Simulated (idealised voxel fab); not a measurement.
process module | voxel ribs on slabs
cross-section cut | 180 nm wide | cells 5 nm
A cross-section is a grid of square cells, given in bands from the top down. A band is one or more rows of cells.
Each band's line starts with the height of the band's top and of its bottom, in nm. Then come its materials from left to right, each with its width in nm. One material with "throughout" fills the band from edge to edge. "air" is empty space.
Height 0 is the level under which the wafer as received is all one material. The lowest band goes on downwards, as in "0 down".
A width such as "30 to 40" changes by the same amount from each row of cells to the next, from the band's top row to its bottom row.
"no change" after a step means that no cell of the cross-section changed.
closed voids: empty space of 8 cells or more with no open way to the top, each as width x height at its distance from the left edge, in nm
after a step's settings: what the simulator itself notes on the step
overlay nm, on a step with a mask: how far to the right of its planned place the mask lay; to the left if negative
plan
1 op RECEIVE | material Si
2 op DIRECTIONAL_DEP | material SiO2 | thk nm 30
3 op DIRECTIONAL_DEP | material SiN | thk nm 25
4 op DIRECTIONAL_DEP | material aC | thk nm 15
5 op PATTERN | tone cover | mask id RIB | material resist | width nm 25 | thk nm 35 | overlay nm -15
6 op DIRECTIONAL_ETCH | etch materials aC | depth nm 15
7 op STRIP | etch materials resist
8 op DIRECTIONAL_ETCH | etch materials SiN | depth nm 5
9 op STRIP | etch materials aC
10 op PATTERN | tone cover | mask id SLAB | material resist | width nm 65 | thk nm 15 | overlay nm 0
11 op DIRECTIONAL_ETCH | etch materials SiN | depth nm 20
12 op STRIP | etch materials resist
13 op FILL_DEP | material SiO2 | thk nm 25
14 op CMP | height nm 75
15 op DIRECTIONAL_DEP | material TiN | thk nm 10
16 op MASKED_ETCH | tone cover | mask id HEATER | width nm 35 | etch materials TiN | depth nm 10 | overlay nm 0
17 op CONFORMAL_DEP | material SiN | thk nm 10
varied across the wafers: overlay nm of step 5. The plan shows the first wafer's value. All wafers start alike
first wafer as received, after step 1
  0 down: Si throughout
  closed voids: none
each wafer at the end: cells of each material gained (+) or lost (-) since it was received, then its closed voids
overlay nm -15 | +137 SiN | +483 SiO2 | +14 TiN | closed voids: none
overlay nm -10 | +137 SiN | +483 SiO2 | +14 TiN | closed voids: none
overlay nm -5 | +137 SiN | +483 SiO2 | +14 TiN | closed voids: none
overlay nm 0 | +137 SiN | +483 SiO2 | +14 TiN | closed voids: none
overlay nm 5 | +137 SiN | +483 SiO2 | +14 TiN | closed voids: none
overlay nm 10 | +137 SiN | +483 SiO2 | +14 TiN | closed voids: none
overlay nm 15 | +137 SiN | +483 SiO2 | +14 TiN | closed voids: none
